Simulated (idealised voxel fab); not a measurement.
voxel ribs on slabs: a process module
Cross-section cut: width 230 nm, square cells of 5 nm.
A cross-section in this document is a grid of square cells, and it is written down as bands, the top band listed before the ones below it; a band is made up of one or more rows of cells.
Band: top and bottom heights (nm) first, top before bottom; then materials from left to right, widths in nm. "throughout" marks a sole material filling the band edge to edge. "blank" denotes empty space.
All heights in this document are referenced to 0, defined as the level beneath which the wafer, as received, consists entirely of one material. The lowest band is not bounded below; it extends indefinitely downward and is written in the form "0 and below".
The expression "30 to 40" gives the width at the extremes of the band, the first number at its top row of cells and the second at its bottom row, with the width changing by equal amounts from each row to the next in between.
Where a step carries "nothing altered", the cross-section came out of it unchanged, cell for cell.
Basically, "Closed internal cavities" tells you about the enclosed voids: empty spaces with no open way to the top, 8 cells or bigger, each written width x height at distance, where distance is from the left edge, all in nm.
Anything after a step's settings on that line? It's the simulator's own note about the step.
overlay nm: where the mask lay relative to plan, measured to the right, on steps with a mask; negatives go left.
THE PROCESS STEPS THAT WERE PLANNED ARE LISTED BELOW
| 1 | RECEIVE | material Si |
| 2 | DIRECTIONAL_DEP | material SiO2 | thk nm 25 |
| 3 | DIRECTIONAL_DEP | material SiN | thk nm 10 |
| 4 | MASKED_ETCH | tone cover | mask id RIB | width nm 20 | etch materials SiN | depth nm 10 | overlay nm 0 |
| 5 | PATTERN | tone cover | mask id SLAB | material resist | width nm 80 | thk nm 15 | overlay nm 0 |
| 6 | DIRECTIONAL_ETCH | etch materials SiN | depth nm 10 |
| 7 | STRIP | etch materials resist |
| 8 | FILL_DEP | material SiO2 | thk nm 30 |
| 9 | CMP | height nm 65 |
| 10 | DIRECTIONAL_DEP | material TiN | thk nm 5 |
| 11 | PATTERN | tone cover | mask id HEATER | material resist | width nm 30 | thk nm 20 | overlay nm 0 |
| 12 | DIRECTIONAL_ETCH | etch materials TiN | depth nm 5 |
| 13 | STRIP | etch materials resist |
| 14 | CONFORMAL_DEP | material SiO2 | thk nm 10 |
The value of thk nm given for step 3 in the plan refers to the first wafer; the wafers vary in this setting and are alike at the start.
FIRST OF SEVERAL WAFERS (AS RECEIVED, POST STEP 1), CROSS-SECTIONAL VIEW
- 0 and below | Si throughout
- Closed internal cavities: none
PER WAFER (ROW), END OF MODULE: DELTA IN CELLS PER MATERIAL SINCE RECEIPT, (+) FOR GAINED, (-) FOR LOST; CLOSED VOIDS AFTER THAT
thk nm 10 | +8 SiN | +686 SiO2 | +6 TiN | Closed internal cavities: none
thk nm 15 | +24 SiN | +670 SiO2 | +6 TiN | Closed internal cavities: none
thk nm 20 | +40 SiN | +654 SiO2 | +6 TiN | Closed internal cavities: none
thk nm 25 | +86 SiN | +608 SiO2 | +6 TiN | Closed internal cavities: none
thk nm 30 | +132 SiN | +562 SiO2 | +6 TiN | Closed internal cavities: none
thk nm 35 | +178 SiN | +516 SiO2 | +6 TiN | Closed internal cavities: none
